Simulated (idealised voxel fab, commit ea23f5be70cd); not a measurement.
process module | voxel wiring stack
cross-section cut | 265 nm wide | cells 5 nm
A cross-section is a grid of square cells, given in bands from the top down. A band is one or more rows of cells.
Each band's line starts with the height of the band's top and of its bottom, in nm. Then come its materials from left to right, each with its width in nm. One material with "throughout" fills the band from edge to edge. "air" is empty space.
Height 0 is the level under which the wafer as received is all one material. The lowest band goes on downwards, as in "0 down".
A width such as "30 to 40" changes by the same amount from each row of cells to the next, from the band's top row to its bottom row.
"no change" after a step means that no cell of the cross-section changed.
closed voids: empty space of 8 cells or more with no open way to the top, each as width x height at its distance from the left edge, in nm
after a step's settings: what the simulator itself notes on the step
overlay nm, on a step with a mask: how far to the right of its planned place the mask lay; to the left if negative
plan
1 op RECEIVE | material Si
2 op CONFORMAL_DEP | material SiO2 | thk nm 10
3 op CONFORMAL_DEP | material SiN | thk nm 5
4 op DIRECTIONAL_DEP | material lowk | thk nm 15
5 op PATTERN | tone open | mask id METAL_1 | material resist | width nm 30 | pitch nm 60 | thk nm 20 | overlay nm 0
6 op DIRECTIONAL_ETCH | etch materials lowk | depth nm 15
7 op DIRECTIONAL_ETCH | etch materials SiN | depth nm 5
8 op STRIP | etch materials resist
9 op CONFORMAL_DEP | material TiN | thk nm 5
10 op FILL_DEP | material Cu | thk nm 10
11 op CMP | height nm 30
12 op CONFORMAL_DEP | material SiCN | thk nm 5
13 op DIRECTIONAL_DEP | material lowk | thk nm 25
14 op DIRECTIONAL_DEP | material aC | thk nm 10
15 op PATTERN | tone open | mask id METAL_2 | material resist | width nm 30 | pitch nm 60 | thk nm 30 | overlay nm 0
16 op DIRECTIONAL_ETCH | etch materials aC | depth nm 10
17 op STRIP | etch materials resist
18 op DIRECTIONAL_ETCH | etch materials lowk | depth nm 15
19 op STRIP | etch materials aC
20 op DIRECTIONAL_DEP | material aC | thk nm 10
21 op PATTERN | tone open | mask id METAL_2_HOLES | material resist | width nm 15 | thk nm 30 | overlay nm 0
22 op DIRECTIONAL_ETCH | etch materials aC | depth nm 10
23 op STRIP | etch materials resist
24 op DIRECTIONAL_ETCH | etch materials lowk | depth nm 10
25 op DIRECTIONAL_ETCH | etch materials SiCN | depth nm 5
26 op STRIP | etch materials aC
27 op CONFORMAL_DEP | material TiN | thk nm 5
28 op FILL_DEP | material Cu | thk nm 5
29 op CMP | height nm 60
30 op CONFORMAL_DEP | material SiN | thk nm 5
first wafer, as planned
as received, after step 1
  0 down: Si throughout
  closed voids: none
after step 2
  10 to 0: SiO2 throughout
  below 0: unchanged
after step 3
  15 to 10: SiN throughout
  below 10: unchanged
after step 4
  30 to 15: lowk throughout
  below 15: unchanged
after step 5
  50 to 30: resist 85 | air 30 | resist 30 | air 30 | resist 90
  below 30: unchanged
after step 6
  50 to 30: resist 85 | air 30 | resist 30 | air 30 | resist 90
  30 to 15: lowk 85 | air 30 | lowk 30 | air 30 | lowk 90
  below 15: unchanged
after step 7
  50 to 30: resist 85 | air 30 | resist 30 | air 30 | resist 90
  30 to 15: lowk 85 | air 30 | lowk 30 | air 30 | lowk 90
  15 to 10: SiN 85 | air 30 | SiN 30 | air 30 | SiN 90
  below 10: unchanged
after step 8
  30 to 15: lowk 85 | air 30 | lowk 30 | air 30 | lowk 90
  below 15: unchanged
after step 9
  35 to 30: TiN 90 | air 20 | TiN 40 | air 20 | TiN 95
  30 to 15: lowk 85 | TiN 5 | air 20 | TiN 5 | lowk 30 | TiN 5 | air 20 | TiN 5 | lowk 90
  15 to 10: SiN 85 | TiN 30 | SiN 30 | TiN 30 | SiN 90
  below 10: unchanged
after step 10
  45 to 35: Cu throughout
  35 to 30: TiN 90 | Cu 20 | TiN 40 | Cu 20 | TiN 95
  30 to 15: lowk 85 | TiN 5 | Cu 20 | TiN 5 | lowk 30 | TiN 5 | Cu 20 | TiN 5 | lowk 90
  below 15: unchanged
after step 11
  30 to 15: lowk 85 | TiN 5 | Cu 20 | TiN 5 | lowk 30 | TiN 5 | Cu 20 | TiN 5 | lowk 90
  below 15: unchanged
after step 12
  35 to 30: SiCN throughout
  below 30: unchanged
after step 13
  60 to 35: lowk throughout
  below 35: unchanged
after step 14
  70 to 60: aC throughout
  below 60: unchanged
after step 15
  100 to 70: resist 85 | air 30 | resist 30 | air 30 | resist 90
  below 70: unchanged
after step 16
  90 to 70: resist 85 | air 30 | resist 30 | air 30 | resist 90
  70 to 60: aC 85 | air 30 | aC 30 | air 30 | aC 90
  below 60: unchanged
after step 17
  70 to 60: aC 85 | air 30 | aC 30 | air 30 | aC 90
  below 60: unchanged
after step 18
  70 to 60: aC 85 | air 30 | aC 30 | air 30 | aC 90
  60 to 45: lowk 85 | air 30 | lowk 30 | air 30 | lowk 90
  below 45: unchanged
after step 19
  60 to 45: lowk 85 | air 30 | lowk 30 | air 30 | lowk 90
  below 45: unchanged
after step 20
  70 to 60: aC 85 | air 30 | aC 30 | air 30 | aC 90
  60 to 55: lowk 85 | air 30 | lowk 30 | air 30 | lowk 90
  55 to 45: lowk 85 | aC 30 | lowk 30 | aC 30 | lowk 90
  below 45: unchanged
after step 21
  100 to 70: resist 85 | air 15 | resist 165
  70 to 60: aC 85 | air 15 | resist 15 | aC 30 | resist 30 | aC 90
  60 to 55: lowk 85 | air 15 | resist 15 | lowk 30 | resist 30 | lowk 90
  below 55: unchanged
after step 22
  90 to 70: resist 85 | air 15 | resist 165
  70 to 60: aC 85 | air 15 | resist 15 | aC 30 | resist 30 | aC 90
  60 to 55: lowk 85 | air 15 | resist 15 | lowk 30 | resist 30 | lowk 90
  55 to 45: lowk 85 | air 15 | aC 15 | lowk 30 | aC 30 | lowk 90
  below 45: unchanged
after step 23
  70 to 60: aC 85 | air 30 | aC 30 | air 30 | aC 90
  60 to 55: lowk 85 | air 30 | lowk 30 | air 30 | lowk 90
  below 55: unchanged
after step 24
  70 to 60: aC 85 | air 30 | aC 30 | air 30 | aC 90
  60 to 55: lowk 85 | air 30 | lowk 30 | air 30 | lowk 90
  55 to 45: lowk 85 | air 15 | aC 15 | lowk 30 | aC 30 | lowk 90
  45 to 35: lowk 85 | air 15 | lowk 165
  below 35: unchanged
after step 25
  70 to 60: aC 85 | air 30 | aC 30 | air 30 | aC 90
  60 to 55: lowk 85 | air 30 | lowk 30 | air 30 | lowk 90
  55 to 45: lowk 85 | air 15 | aC 15 | lowk 30 | aC 30 | lowk 90
  45 to 35: lowk 85 | air 15 | lowk 165
  35 to 30: SiCN 85 | air 15 | SiCN 165
  below 30: unchanged
after step 26
  60 to 45: lowk 85 | air 30 | lowk 30 | air 30 | lowk 90
  below 45: unchanged
after step 27
  65 to 60: TiN 90 | air 20 | TiN 40 | air 20 | TiN 95
  60 to 50: lowk 85 | TiN 5 | air 20 | TiN 5 | lowk 30 | TiN 5 | air 20 | TiN 5 | lowk 90
  50 to 45: lowk 85 | TiN 5 | air 5 | TiN 20 | lowk 30 | TiN 30 | lowk 90
  45 to 35: lowk 85 | TiN 5 | air 5 | TiN 5 | lowk 165
  35 to 30: SiCN 85 | TiN 15 | SiCN 165
  below 30: unchanged
after step 28
  70 to 65: Cu throughout
  65 to 60: TiN 90 | Cu 20 | TiN 40 | Cu 20 | TiN 95
  60 to 50: lowk 85 | TiN 5 | Cu 20 | TiN 5 | lowk 30 | TiN 5 | Cu 20 | TiN 5 | lowk 90
  50 to 45: lowk 85 | TiN 5 | Cu 5 | TiN 20 | lowk 30 | TiN 30 | lowk 90
  45 to 35: lowk 85 | TiN 5 | Cu 5 | TiN 5 | lowk 165
  below 35: unchanged
after step 29
  60 to 50: lowk 85 | TiN 5 | Cu 20 | TiN 5 | lowk 30 | TiN 5 | Cu 20 | TiN 5 | lowk 90
  below 50: unchanged
after step 30
  65 to 60: SiN throughout
  below 60: unchanged
second wafer: like start, like plan, one mistake. Through step 29 it matches the first wafer
when step 30 should have ended
  75 to 60: SiN throughout
  below 60: unchanged
what went wrong: step 30 ran as: op CONFORMAL_DEP | material SiN | thk nm 15
at the end the second wafer has, in cells: 106 more of SiN
